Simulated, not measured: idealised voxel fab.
This is a process module. Its name is voxel air gaps.
Square cell edge 5 nm, section width 280 nm, ID cut.
Cross-section, as written here: a square-cell grid given band by band from the top down, where a band holds one or more rows of cells. Per band: top height and bottom height in nm, followed by the left-to-right materials and their widths in nm; "throughout" marks a single material spanning edge to edge, "air" marks empty space. Height is counted from the level 0, under which the received wafer is composed throughout of one material. The lowest of the bands is not closed at the bottom but continues downward, in the notation "0 down". The notation "30->40" denotes a width that varies across the rows of cells in the band, beginning at the first number in the top row, finishing at the second number in the bottom row, and changing by an identical amount from each row to the next. Where the words "no change occurred" appear for a step, the cross-section shows no cell changed by that step; every cell remained as before. Voids not open to the top, 8 cells minimum: see "Encapsulated voids". Written width x height at distance; distance is from the left edge; nm. after a step's settings: what the simulator itself notes on the step. "overlay nm", when on a step's line for a step with a mask, measures how far to the right of its planned place the mask lay; a negative measure means to the left.

This section lists the process steps that were planned:
step 1: op RECEIVE | material Si
step 2: op CONFORMAL_DEP | material SiO2 | thk nm 10
step 3: op CONFORMAL_DEP | material SiCN | thk nm 5
step 4: op DIRECTIONAL_DEP | material lowk | thk nm 30
step 5: op PATTERN | tone open | mask id LINES | material resist | width nm 20 | pitch nm 45 | thk nm 15 | overlay nm 0
step 6: op DIRECTIONAL_ETCH | etch materials lowk | depth nm 30
step 7: op STRIP | etch materials resist
step 8: op CONFORMAL_DEP | material TiN | thk nm 5
step 9: op FILL_DEP | material Cu | thk nm 5
step 10: op CMP | height nm 45
step 11: op EPI | material Ru | thk nm 10
step 12: op SELECTIVE_ETCH | etch materials lowk | depth nm 40
step 13: op CONFORMAL_DEP | material SiCN | thk nm 5

First of the two wafers, run per plan:

Received-state cross-section, reflecting completion of step 1:
0 down: Si throughout
Encapsulated voids: none

Wafer xsec, post step 2:
10 to 0: SiO2 throughout
Under the height 0 nothing was changed.

Wafer xsec, post step 3:
15 to 10: SiCN throughout
Under the height 10 nothing was changed.

Wafer xsec, post step 4:
45 to 15: lowk throughout
Under the height 15 nothing was changed.

Wafer xsec, post step 5:
60 to 45: 60 nm resist / 20 nm air / 25 nm resist / 20 nm air / 25 nm resist / 20 nm air / 25 nm resist / 20 nm air / 65 nm resist
Under the height 45 nothing was changed.

Wafer xsec, post step 6:
60 to 45: 60 nm resist / 20 nm air / 25 nm resist / 20 nm air / 25 nm resist / 20 nm air / 25 nm resist / 20 nm air / 65 nm resist
45 to 15: 60 nm lowk / 20 nm air / 25 nm lowk / 20 nm air / 25 nm lowk / 20 nm air / 25 nm lowk / 20 nm air / 65 nm lowk
Under the height 15 nothing was changed.

Wafer xsec, post step 7:
45 to 15: 60 nm lowk / 20 nm air / 25 nm lowk / 20 nm air / 25 nm lowk / 20 nm air / 25 nm lowk / 20 nm air / 65 nm lowk
Under the height 15 nothing was changed.

Wafer xsec, post step 8:
50 to 45: 65 nm TiN / 10 nm air / 35 nm TiN / 10 nm air / 35 nm TiN / 10 nm air / 35 nm TiN / 10 nm air / 70 nm TiN
45 to 20: 60 nm lowk / 5 nm TiN / 10 nm air / 5 nm TiN / 25 nm lowk / 5 nm TiN / 10 nm air / 5 nm TiN / 25 nm lowk / 5 nm TiN / 10 nm air / 5 nm TiN / 25 nm lowk / 5 nm TiN / 10 nm air / 5 nm TiN / 65 nm lowk
20 to 15: 60 nm lowk / 20 nm TiN / 25 nm lowk / 20 nm TiN / 25 nm lowk / 20 nm TiN / 25 nm lowk / 20 nm TiN / 65 nm lowk
Under the height 15 nothing was changed.

Wafer xsec, post step 9:
55 to 50: Cu throughout
50 to 45: 65 nm TiN / 10 nm Cu / 35 nm TiN / 10 nm Cu / 35 nm TiN / 10 nm Cu / 35 nm TiN / 10 nm Cu / 70 nm TiN
45 to 20: 60 nm lowk / 5 nm TiN / 10 nm Cu / 5 nm TiN / 25 nm lowk / 5 nm TiN / 10 nm Cu / 5 nm TiN / 25 nm lowk / 5 nm TiN / 10 nm Cu / 5 nm TiN / 25 nm lowk / 5 nm TiN / 10 nm Cu / 5 nm TiN / 65 nm lowk
Under the height 20 nothing was changed.

Wafer xsec, post step 10:
45 to 20: 60 nm lowk / 5 nm TiN / 10 nm Cu / 5 nm TiN / 25 nm lowk / 5 nm TiN / 10 nm Cu / 5 nm TiN / 25 nm lowk / 5 nm TiN / 10 nm Cu / 5 nm TiN / 25 nm lowk / 5 nm TiN / 10 nm Cu / 5 nm TiN / 65 nm lowk
Under the height 20 nothing was changed.

Wafer xsec, post step 11:
55 to 45: 50 nm air / 40 nm Ru / 5 nm air / 40 nm Ru / 5 nm air / 40 nm Ru / 5 nm air / 40 nm Ru / 55 nm air
Under the height 45 nothing was changed.

Wafer xsec, post step 12:
55 to 45: 50 nm air / 40 nm Ru / 5 nm air / 40 nm Ru / 5 nm air / 40 nm Ru / 5 nm air / 40 nm Ru / 55 nm air
45 to 20: 60 nm air / 5 nm TiN / 10 nm Cu / 5 nm TiN / 25 nm air / 5 nm TiN / 10 nm Cu / 5 nm TiN / 25 nm air / 5 nm TiN / 10 nm Cu / 5 nm TiN / 25 nm air / 5 nm TiN / 10 nm Cu / 5 nm TiN / 65 nm air
20 to 15: 60 nm air / 20 nm TiN / 25 nm air / 20 nm TiN / 25 nm air / 20 nm TiN / 25 nm air / 20 nm TiN / 65 nm air
Under the height 15 nothing was changed.

Wafer xsec, post step 13:
60 to 55: 45 nm air / 185 nm SiCN / 50 nm air
55 to 45: 45 nm air / 5 nm SiCN / 40 nm Ru / 5 nm SiCN / 40 nm Ru / 5 nm SiCN / 40 nm Ru / 5 nm SiCN / 40 nm Ru / 5 nm SiCN / 50 nm air
45 to 40: 45 nm air / 15 nm SiCN / 5 nm TiN / 10 nm Cu / 5 nm TiN / 25 nm SiCN / 5 nm TiN / 10 nm Cu / 5 nm TiN / 25 nm SiCN / 5 nm TiN / 10 nm Cu / 5 nm TiN / 25 nm SiCN / 5 nm TiN / 10 nm Cu / 5 nm TiN / 15 nm SiCN / 50 nm air
40 to 20: 55 nm air / 5 nm SiCN / 5 nm TiN / 10 nm Cu / 5 nm TiN / 5 nm SiCN / 15 nm air / 5 nm SiCN / 5 nm TiN / 10 nm Cu / 5 nm TiN / 5 nm SiCN / 15 nm air / 5 nm SiCN / 5 nm TiN / 10 nm Cu / 5 nm TiN / 5 nm SiCN / 15 nm air / 5 nm SiCN / 5 nm TiN / 10 nm Cu / 5 nm TiN / 5 nm SiCN / 60 nm air
20 to 15: 60 nm SiCN / 20 nm TiN / 25 nm SiCN / 20 nm TiN / 25 nm SiCN / 20 nm TiN / 25 nm SiCN / 20 nm TiN / 65 nm SiCN
Under the height 15 nothing was changed.
Encapsulated voids: 15 x 20 at 85; 15 x 20 at 130; 15 x 20 at 175

Wafer two of the pair: same origin, same plan, one error during the run; identical to wafer one up to and including step 1:

Second wafer cross-section, taken as of the time the plan sets for step 2 to be done:
5 to 0: SiCN throughout
Under the height 0 nothing was changed.

Second wafer cross-section, taken as of the time the plan sets for step 3 to be done:
15 to 5: SiO2 throughout
Under the height 5 nothing was changed.

Second wafer cross-section, taken as of the time the plan sets for step 4 to be done:
45 to 15: lowk throughout
Under the height 15 nothing was changed.

Second wafer cross-section, taken as of the time the plan sets for step 5 to be done:
60 to 45: 60 nm resist / 20 nm air / 25 nm resist / 20 nm air / 25 nm resist / 20 nm air / 25 nm resist / 20 nm air / 65 nm resist
Under the height 45 nothing was changed.

Second wafer cross-section, taken as of the time the plan sets for step 6 to be done:
60 to 45: 60 nm resist / 20 nm air / 25 nm resist / 20 nm air / 25 nm resist / 20 nm air / 25 nm resist / 20 nm air / 65 nm resist
45 to 15: 60 nm lowk / 20 nm air / 25 nm lowk / 20 nm air / 25 nm lowk / 20 nm air / 25 nm lowk / 20 nm air / 65 nm lowk
Under the height 15 nothing was changed.

Second wafer cross-section, taken as of the time the plan sets for step 7 to be done:
45 to 15: 60 nm lowk / 20 nm air / 25 nm lowk / 20 nm air / 25 nm lowk / 20 nm air / 25 nm lowk / 20 nm air / 65 nm lowk
Under the height 15 nothing was changed.

Second wafer cross-section, taken as of the time the plan sets for step 8 to be done:
50 to 45: 65 nm TiN / 10 nm air / 35 nm TiN / 10 nm air / 35 nm TiN / 10 nm air / 35 nm TiN / 10 nm air / 70 nm TiN
45 to 20: 60 nm lowk / 5 nm TiN / 10 nm air / 5 nm TiN / 25 nm lowk / 5 nm TiN / 10 nm air / 5 nm TiN / 25 nm lowk / 5 nm TiN / 10 nm air / 5 nm TiN / 25 nm lowk / 5 nm TiN / 10 nm air / 5 nm TiN / 65 nm lowk
20 to 15: 60 nm lowk / 20 nm TiN / 25 nm lowk / 20 nm TiN / 25 nm lowk / 20 nm TiN / 25 nm lowk / 20 nm TiN / 65 nm lowk
Under the height 15 nothing was changed.

Second wafer cross-section, taken as of the time the plan sets for step 9 to be done:
55 to 50: Cu throughout
50 to 45: 65 nm TiN / 10 nm Cu / 35 nm TiN / 10 nm Cu / 35 nm TiN / 10 nm Cu / 35 nm TiN / 10 nm Cu / 70 nm TiN
45 to 20: 60 nm lowk / 5 nm TiN / 10 nm Cu / 5 nm TiN / 25 nm lowk / 5 nm TiN / 10 nm Cu / 5 nm TiN / 25 nm lowk / 5 nm TiN / 10 nm Cu / 5 nm TiN / 25 nm lowk / 5 nm TiN / 10 nm Cu / 5 nm TiN / 65 nm lowk
Under the height 20 nothing was changed.

Second wafer cross-section, taken as of the time the plan sets for step 10 to be done:
45 to 20: 60 nm lowk / 5 nm TiN / 10 nm Cu / 5 nm TiN / 25 nm lowk / 5 nm TiN / 10 nm Cu / 5 nm TiN / 25 nm lowk / 5 nm TiN / 10 nm Cu / 5 nm TiN / 25 nm lowk / 5 nm TiN / 10 nm Cu / 5 nm TiN / 65 nm lowk
Under the height 20 nothing was changed.

Second wafer cross-section, taken as of the time the plan sets for step 11 to be done:
55 to 45: 50 nm air / 40 nm Ru / 5 nm air / 40 nm Ru / 5 nm air / 40 nm Ru / 5 nm air / 40 nm Ru / 55 nm air
Under the height 45 nothing was changed.

Second wafer cross-section, taken as of the time the plan sets for step 12 to be done:
55 to 45: 50 nm air / 40 nm Ru / 5 nm air / 40 nm Ru / 5 nm air / 40 nm Ru / 5 nm air / 40 nm Ru / 55 nm air
45 to 20: 60 nm air / 5 nm TiN / 10 nm Cu / 5 nm TiN / 25 nm air / 5 nm TiN / 10 nm Cu / 5 nm TiN / 25 nm air / 5 nm TiN / 10 nm Cu / 5 nm TiN / 25 nm air / 5 nm TiN / 10 nm Cu / 5 nm TiN / 65 nm air
20 to 15: 60 nm air / 20 nm TiN / 25 nm air / 20 nm TiN / 25 nm air / 20 nm TiN / 25 nm air / 20 nm TiN / 65 nm air
Under the height 15 nothing was changed.

Second wafer cross-section, taken as of the time the plan sets for step 13 to be done:
60 to 55: 45 nm air / 185 nm SiCN / 50 nm air
55 to 45: 45 nm air / 5 nm SiCN / 40 nm Ru / 5 nm SiCN / 40 nm Ru / 5 nm SiCN / 40 nm Ru / 5 nm SiCN / 40 nm Ru / 5 nm SiCN / 50 nm air
45 to 40: 45 nm air / 15 nm SiCN / 5 nm TiN / 10 nm Cu / 5 nm TiN / 25 nm SiCN / 5 nm TiN / 10 nm Cu / 5 nm TiN / 25 nm SiCN / 5 nm TiN / 10 nm Cu / 5 nm TiN / 25 nm SiCN / 5 nm TiN / 10 nm Cu / 5 nm TiN / 15 nm SiCN / 50 nm air
40 to 20: 55 nm air / 5 nm SiCN / 5 nm TiN / 10 nm Cu / 5 nm TiN / 5 nm SiCN / 15 nm air / 5 nm SiCN / 5 nm TiN / 10 nm Cu / 5 nm TiN / 5 nm SiCN / 15 nm air / 5 nm SiCN / 5 nm TiN / 10 nm Cu / 5 nm TiN / 5 nm SiCN / 15 nm air / 5 nm SiCN / 5 nm TiN / 10 nm Cu / 5 nm TiN / 5 nm SiCN / 60 nm air
20 to 15: 60 nm SiCN / 20 nm TiN / 25 nm SiCN / 20 nm TiN / 25 nm SiCN / 20 nm TiN / 25 nm SiCN / 20 nm TiN / 65 nm SiCN
Under the height 15 nothing was changed.
Encapsulated voids: 15 x 20 at 85; 15 x 20 at 130; 15 x 20 at 175
Deviation from plan: mixed up steps 2 and 3 - ran each in the other's place
Same inventory, different map: at the end, the second wafer holds as many cells of each material as the first, placed elsewhere.
